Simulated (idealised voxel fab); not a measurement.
This section sets out a process module, namely voxel quadruple lines.
In the cross-section labelled cut, the width is 145 nm and each square cell is 5 nm.
This document writes a cross-section as a grid whose cells are square, and gives it as bands, listed from the top down; one or more rows of cells form a band. First you get the band's top height and its bottom height, in nm, and then the materials it's made of, left to right, with each width in nm. If you see a single material with "edge to edge", that one covers the band edge to edge. "air" is empty space. It should be noted that heights are counted from 0, beneath which the wafer as supplied is of one material throughout, and that the lowest band possesses no lower boundary but continues downward, as written in "0 and below". Read "30..40" as a graded width: first number on top, second number at the bottom, same change between each pair of neighbouring rows. The cross-section has no changed cell in any step marked "nothing different". "Closed void table": sealed empty spaces, 8 cells or more, no open way to top, listed width x height at distance, with distance from the left edge and width, height and distance in nm. Whatever follows a step's settings on its line is a remark the simulator itself makes about that step. overlay nm: mask right of planned place by this much (step with mask). Neg. = left.
Intended process steps:
step 1: RECEIVE with material Si
step 2: CONFORMAL_DEP with material SiO2, thk nm 10
step 3: DIRECTIONAL_DEP with material W, thk nm 10
step 4: DIRECTIONAL_DEP with material polySi, thk nm 20
step 5: DIRECTIONAL_DEP with material aC, thk nm 20
step 6: PATTERN with tone cover, mask id MANDREL, material resist, width nm 20, thk nm 25, overlay nm 0
step 7: DIRECTIONAL_ETCH with etch materials aC, depth nm 20
step 8: STRIP with etch materials resist
step 9: CONFORMAL_DEP with material SiO2, thk nm 10
step 10: DIRECTIONAL_ETCH with etch materials SiO2, depth nm 10
step 11: STRIP with etch materials aC
step 12: DIRECTIONAL_ETCH with etch materials polySi, depth nm 20
step 13: STRIP with etch materials SiO2
step 14: CONFORMAL_DEP with material SiCN, thk nm 5
step 15: DIRECTIONAL_ETCH with etch materials SiCN, depth nm 5
step 16: STRIP with etch materials polySi
step 17: DIRECTIONAL_ETCH with etch materials W, depth nm 10
step 18: STRIP with etch materials SiCN
The first wafer of two, processed as planned:
Shown in cross-section is the wafer as received, that is, as it stands after step 1:
    0 and below | Si edge to edge
    Closed void table: none
Cross-section: wafer state after step 2:
    10 down to 0 | SiO2 edge to edge
    Lower than 0, everything is as it was.
Cross-section: wafer state after step 3:
    20 down to 10 | W edge to edge
    Lower than 10, everything is as it was.
Cross-section: wafer state after step 4:
    40 down to 20 | polySi edge to edge
    Lower than 20, everything is as it was.
Cross-section: wafer state after step 5:
    60 down to 40 | aC edge to edge
    Lower than 40, everything is as it was.
Cross-section: wafer state after step 6:
    85 down to 60 | air: 60, resist: 20, air: 65
    Lower than 60, everything is as it was.
Cross-section: wafer state after step 7:
    65 down to 60 | air: 60, resist: 20, air: 65
    60 down to 40 | air: 60, aC: 20, air: 65
    Lower than 40, everything is as it was.
Cross-section: wafer state after step 8:
    60 down to 40 | air: 60, aC: 20, air: 65
    Lower than 40, everything is as it was.
Cross-section: wafer state after step 9:
    70 down to 60 | air: 50, SiO2: 40, air: 55
    60 down to 50 | air: 50, SiO2: 10, aC: 20, SiO2: 10, air: 55
    50 down to 40 | SiO2: 60, aC: 20, SiO2: 65
    Lower than 40, everything is as it was.
Cross-section: wafer state after step 10:
    60 down to 40 | air: 50, SiO2: 10, aC: 20, SiO2: 10, air: 55
    Lower than 40, everything is as it was.
Cross-section: wafer state after step 11:
    60 down to 40 | air: 50, SiO2: 10, air: 20, SiO2: 10, air: 55
    Lower than 40, everything is as it was.
Cross-section: wafer state after step 12:
    60 down to 40 | air: 50, SiO2: 10, air: 20, SiO2: 10, air: 55
    40 down to 20 | air: 50, polySi: 10, air: 20, polySi: 10, air: 55
    Lower than 20, everything is as it was.
Cross-section: wafer state after step 13:
    40 down to 20 | air: 50, polySi: 10, air: 20, polySi: 10, air: 55
    Lower than 20, everything is as it was.
Cross-section: wafer state after step 14:
    45 down to 40 | air: 45, SiCN: 20, air: 10, SiCN: 20, air: 50
    40 down to 25 | air: 45, SiCN: 5, polySi: 10, SiCN: 5, air: 10, SiCN: 5, polySi: 10, SiCN: 5, air: 50
    25 down to 20 | SiCN: 50, polySi: 10, SiCN: 20, polySi: 10, SiCN: 55
    Lower than 20, everything is as it was.
Cross-section: wafer state after step 15:
    40 down to 20 | air: 45, SiCN: 5, polySi: 10, SiCN: 5, air: 10, SiCN: 5, polySi: 10, SiCN: 5, air: 50
    Lower than 20, everything is as it was.
Cross-section: wafer state after step 16:
    40 down to 20 | air: 45, SiCN: 5, air: 10, SiCN: 5, air: 10, SiCN: 5, air: 10, SiCN: 5, air: 50
    Lower than 20, everything is as it was.
Cross-section: wafer state after step 17:
    40 down to 20 | air: 45, SiCN: 5, air: 10, SiCN: 5, air: 10, SiCN: 5, air: 10, SiCN: 5, air: 50
    20 down to 10 | air: 45, W: 5, air: 10, W: 5, air: 10, W: 5, air: 10, W: 5, air: 50
    Lower than 10, everything is as it was.
Cross-section: wafer state after step 18:
    20 down to 10 | air: 45, W: 5, air: 10, W: 5, air: 10, W: 5, air: 10, W: 5, air: 50
    Lower than 10, everything is as it was.
The Second Wafer: Common Origin and Plan, One Mistake in Execution, Identical to the First Through Step 9:
Second wafer at the planned finish of step 10, seen in cross-section:
    60 down to 50 | air: 60, aC: 20, air: 65
    50 down to 40 | air: 50, SiO2: 10, aC: 20, SiO2: 10, air: 55
    Lower than 40, everything is as it was.
Second wafer at the planned finish of step 11, seen in cross-section:
    50 down to 40 | air: 50, SiO2: 10, air: 20, SiO2: 10, air: 55
    Lower than 40, everything is as it was.
Second wafer at the planned finish of step 12, seen in cross-section:
    50 down to 40 | air: 50, SiO2: 10, air: 20, SiO2: 10, air: 55
    40 down to 20 | air: 50, polySi: 10, air: 20, polySi: 10, air: 55
    Lower than 20, everything is as it was.
Second wafer at the planned finish of step 13, seen in cross-section:
    40 down to 20 | air: 50, polySi: 10, air: 20, polySi: 10, air: 55
    Lower than 20, everything is as it was.
Second wafer at the planned finish of step 14, seen in cross-section:
    45 down to 40 | air: 45, SiCN: 20, air: 10, SiCN: 20, air: 50
    40 down to 25 | air: 45, SiCN: 5, polySi: 10, SiCN: 5, air: 10, SiCN: 5, polySi: 10, SiCN: 5, air: 50
    25 down to 20 | SiCN: 50, polySi: 10, SiCN: 20, polySi: 10, SiCN: 55
    Lower than 20, everything is as it was.
Second wafer at the planned finish of step 15, seen in cross-section:
    40 down to 20 | air: 45, SiCN: 5, polySi: 10, SiCN: 5, air: 10, SiCN: 5, polySi: 10, SiCN: 5, air: 50
    Lower than 20, everything is as it was.
Second wafer at the planned finish of step 16, seen in cross-section:
    40 down to 20 | air: 45, SiCN: 5, air: 10, SiCN: 5, air: 10, SiCN: 5, air: 10, SiCN: 5, air: 50
    Lower than 20, everything is as it was.
Second wafer at the planned finish of step 17, seen in cross-section:
    40 down to 20 | air: 45, SiCN: 5, air: 10, SiCN: 5, air: 10, SiCN: 5, air: 10, SiCN: 5, air: 50
    20 down to 10 | air: 45, W: 5, air: 10, W: 5, air: 10, W: 5, air: 10, W: 5, air: 50
    Lower than 10, everything is as it was.
Second wafer at the planned finish of step 18, seen in cross-section:
    20 down to 10 | air: 45, W: 5, air: 10, W: 5, air: 10, W: 5, air: 10, W: 5, air: 50
    Lower than 10, everything is as it was.
Against the plan, the run slipped here: plan step 10 ran twice
Outcome: the two wafer cross-sections end up identical, and the model's computation is unaffected by the mistake.
